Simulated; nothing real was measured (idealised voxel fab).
The following is a process module called voxel ribs on slabs.
Square cell edge 5 nm, section width 190 nm, ID cut.
Cross-section spec: square-cell grid; bands listed top down; each band is one or more rows.
The band entry comprises the height of the band's top followed by the height of its bottom, expressed in nm, and subsequently the band's materials from left to right, each stated together with its width in nm. Where a single material is marked with the word "edge to edge", that material fills the band from edge to edge. The word "air" represents empty space.
Height datum 0, below which the as-received substrate wafer is one material. Lowest band open at the bottom, running downward: "0 down".
So if you see something like "30 to 40" for the width, read it as the top row of the band sitting at the first number and the bottom row at the second, with every row in between moving by the same amount as the last.
"all unchanged", as given for a step, is the statement that not any cell of the cross-section underwent a change during that step.
So "Voids, enclosed" is basically the list of trapped voids: any empty space of 8 cells or more that can't reach the top through an opening. They're written width x height at distance, the distance being from the left edge, and it's all nm.
after a step's settings: what the simulator itself notes on the step
overlay nm: mask offset rightward from planned place, masked step; negative means leftward offset.
Each of the pairs that make up the rest of this document says: here is the cross-section before one process step, here is the cross-section after it, drawn only down to the lowest band that changed, and here, under the pair, is the step lying between them with its settings. Different pairs may come from different runs of this module on the same starting wafer, so a pair continues from the pair above it only where its entry headed "Prior to processing" says so.

### Prior to processing
- 45 to 20 | SiN edge to edge
- 20 to 0 | SiO2 edge to edge
- 0 down | Si edge to edge
- Voids, enclosed: none

### Section, Post-Step
- 55 to 45 | SiO2 edge to edge
- At heights below 45, the structure remains unaltered.
- Voids, enclosed: none
Quick note on the step between the two cross-sections above: op DIRECTIONAL_DEP | material SiO2 | thk nm 10

Prior to processing: Please consult the pair immediately above; the cross-section it shows after its step is the state before this step.

### Section, Post-Step
- 85 to 55 | 85 air, 20 resist, 85 air
- At heights below 55, the structure remains unaltered.
- Voids, enclosed: none
Quick note on the step between the two cross-sections above: op PATTERN | tone cover | mask id RIB | material resist | width nm 20 | thk nm 30 | overlay nm 0

Prior to processing: Please consult the pair immediately above; the cross-section it shows after its step is the state before this step.

### Section, Post-Step
- 75 to 55 | 85 air, 20 resist, 85 air
- At heights below 55, the structure remains unaltered.
- Voids, enclosed: none
Quick note on the step between the two cross-sections above: op DIRECTIONAL_ETCH | etch materials aC | depth nm 10

Prior to processing: Please consult the pair immediately above; the cross-section it shows after its step is the state before this step.

### Section, Post-Step
- 55 to 45 | SiO2 edge to edge
- At heights below 45, the structure remains unaltered.
- Voids, enclosed: none
Quick note on the step between the two cross-sections above: op STRIP | etch materials resist

Prior to processing: Please consult the pair immediately above; the cross-section it shows after its step is the state before this step.

### Section, Post-Step
- 70 to 55 | aC edge to edge
- At heights below 55, the structure remains unaltered.
- Voids, enclosed: none
Quick note on the step between the two cross-sections above: op DIRECTIONAL_DEP | material aC | thk nm 15

Prior to processing: Please consult the pair immediately above; the cross-section it shows after its step is the state before this step.

### Section, Post-Step
- 105 to 70 | 55 air, 80 resist, 55 air
- At heights below 70, the structure remains unaltered.
- Voids, enclosed: none
Quick note on the step between the two cross-sections above: op PATTERN | tone cover | mask id SLAB | material resist | width nm 80 | thk nm 35 | overlay nm 0

Prior to processing: Please consult the pair immediately above; the cross-section it shows after its step is the state before this step.

### Section, Post-Step
- 90 to 70 | 55 air, 80 resist, 55 air
- 70 to 55 | 55 air, 80 aC, 55 air
- At heights below 55, the structure remains unaltered.
- Voids, enclosed: none
Quick note on the step between the two cross-sections above: op DIRECTIONAL_ETCH | etch materials aC | depth nm 15

Prior to processing: Please consult the pair immediately above; the cross-section it shows after its step is the state before this step.

### Section, Post-Step
- 70 to 55 | 55 air, 80 aC, 55 air
- At heights below 55, the structure remains unaltered.
- Voids, enclosed: none
Quick note on the step between the two cross-sections above: op STRIP | etch materials resist

Prior to processing: Please consult the pair immediately above; the cross-section it shows after its step is the state before this step.

### Section, Post-Step
- 55 to 45 | SiO2 edge to edge
- At heights below 45, the structure remains unaltered.
- Voids, enclosed: none
Quick note on the step between the two cross-sections above: op STRIP | etch materials aC

Prior to processing: Please consult the pair immediately above; the cross-section it shows after its step is the state before this step.

### Section, Post-Step
- 75 to 45 | SiO2 edge to edge
- At heights below 45, the structure remains unaltered.
- Voids, enclosed: none
Quick note on the step between the two cross-sections above: op FILL_DEP | material SiO2 | thk nm 20

Prior to processing: Please consult the pair immediately above; the cross-section it shows after its step is the state before this step.

### Section, Post-Step
- 55 to 45 | SiO2 edge to edge
- At heights below 45, the structure remains unaltered.
- Voids, enclosed: none
Quick note on the step between the two cross-sections above: op CMP | height nm 55

Prior to processing: Please consult the pair immediately above; the cross-section it shows after its step is the state before this step.

### Section, Post-Step
- 60 to 55 | W edge to edge
- At heights below 55, the structure remains unaltered.
- Voids, enclosed: none
Quick note on the step between the two cross-sections above: op DIRECTIONAL_DEP | material W | thk nm 5

Prior to processing: Please consult the pair immediately above; the cross-section it shows after its step is the state before this step.

### Section, Post-Step
- 60 to 55 | 80 air, 30 W, 80 air
- At heights below 55, the structure remains unaltered.
- Voids, enclosed: none
Quick note on the step between the two cross-sections above: op MASKED_ETCH | tone cover | mask id HEATER | width nm 30 | etch materials W | depth nm 5 | overlay nm 0

Prior to processing: Please consult the pair immediately above; the cross-section it shows after its step is the state before this step.

### Section, Post-Step
- 65 to 60 | 75 air, 40 SiN, 75 air
- 60 to 55 | 80 SiN, 30 W, 80 SiN
- At heights below 55, the structure remains unaltered.
- Voids, enclosed: none
Quick note on the step between the two cross-sections above: op CONFORMAL_DEP | material SiN | thk nm 5

### Prior to processing
- 60 to 50 | 85 air, 20 aC, 85 air
- 50 to 45 | aC edge to edge
- 45 to 35 | 85 aC, 20 SiN, 85 aC
- 35 to 20 | SiN edge to edge
- 20 to 0 | SiO2 edge to edge
- 0 down | Si edge to edge
- Voids, enclosed: none

### Section, Post-Step
- 95 to 60 | 55 resist, 80 air, 55 resist
- 60 to 50 | 55 resist, 30 air, 20 aC, 30 air, 55 resist
- At heights below 50, the structure remains unaltered.
- Voids, enclosed: none
Quick note on the step between the two cross-sections above: op PATTERN | tone open | mask id SLAB | material resist | width nm 80 | thk nm 35 | overlay nm 0

Prior to processing: Please consult the pair immediately above; the cross-section it shows after its step is the state before this step.

### Section, Post-Step
- 80 to 50 | 55 resist, 80 air, 55 resist
- 50 to 45 | 55 aC, 80 air, 55 aC
- 45 to 35 | 55 aC, 30 air, 20 SiN, 30 air, 55 aC
- At heights below 35, the structure remains unaltered.
- Voids, enclosed: none
Quick note on the step between the two cross-sections above: op DIRECTIONAL_ETCH | etch materials aC | depth nm 15

Prior to processing: Please consult the pair immediately above; the cross-section it shows after its step is the state before this step.

### Section, Post-Step
- 50 to 45 | 55 aC, 80 air, 55 aC
- At heights below 45, the structure remains unaltered.
- Voids, enclosed: none
Quick note on the step between the two cross-sections above: op STRIP | etch materials resist

Prior to processing: Please consult the pair immediately above; the cross-section it shows after its step is the state before this step.

### Section, Post-Step
- 50 to 35 | 55 aC, 80 air, 55 aC
- 35 to 30 | 55 SiN, 80 air, 55 SiN
- 30 to 20 | 55 SiN, 30 air, 20 SiN, 30 air, 55 SiN
- At heights below 20, the structure remains unaltered.
- Voids, enclosed: none
Quick note on the step between the two cross-sections above: op DIRECTIONAL_ETCH | etch materials SiN | depth nm 15

Prior to processing: Please consult the pair immediately above; the cross-section it shows after its step is the state before this step.

### Section, Post-Step
- 35 to 30 | 55 SiN, 80 air, 55 SiN
- At heights below 30, the structure remains unaltered.
- Voids, enclosed: none
Quick note on the step between the two cross-sections above: op STRIP | etch materials aC

Prior to processing: Please consult the pair immediately above; the cross-section it shows after its step is the state before this step.

### Section, Post-Step
- 55 to 35 | SiO2 edge to edge
- 35 to 30 | 55 SiN, 80 SiO2, 55 SiN
- 30 to 20 | 55 SiN, 30 SiO2, 20 SiN, 30 SiO2, 55 SiN
- At heights below 20, the structure remains unaltered.
- Voids, enclosed: none
Quick note on the step between the two cross-sections above: op FILL_DEP | material SiO2 | thk nm 20

Prior to processing: Please consult the pair immediately above; the cross-section it shows after its step is the state before this step.

### Section, Post-Step
- 60 to 55 | W edge to edge
- At heights below 55, the structure remains unaltered.
- Voids, enclosed: none
Quick note on the step between the two cross-sections above: op DIRECTIONAL_DEP | material W | thk nm 5

Prior to processing: Please consult the pair immediately above; the cross-section it shows after its step is the state before this step.

### Section, Post-Step
- 60 to 55 | 80 air, 30 W, 80 air
- At heights below 55, the structure remains unaltered.
- Voids, enclosed: none
Quick note on the step between the two cross-sections above: op MASKED_ETCH | tone cover | mask id HEATER | width nm 30 | etch materials W | depth nm 5 | overlay nm 0

Prior to processing: Please consult the pair immediately above; the cross-section it shows after its step is the state before this step.

### Section, Post-Step
- 65 to 60 | 75 air, 40 SiN, 75 air
- 60 to 55 | 80 SiN, 30 W, 80 SiN
- At heights below 55, the structure remains unaltered.
- Voids, enclosed: none
Quick note on the step between the two cross-sections above: op CONFORMAL_DEP | material SiN | thk nm 5
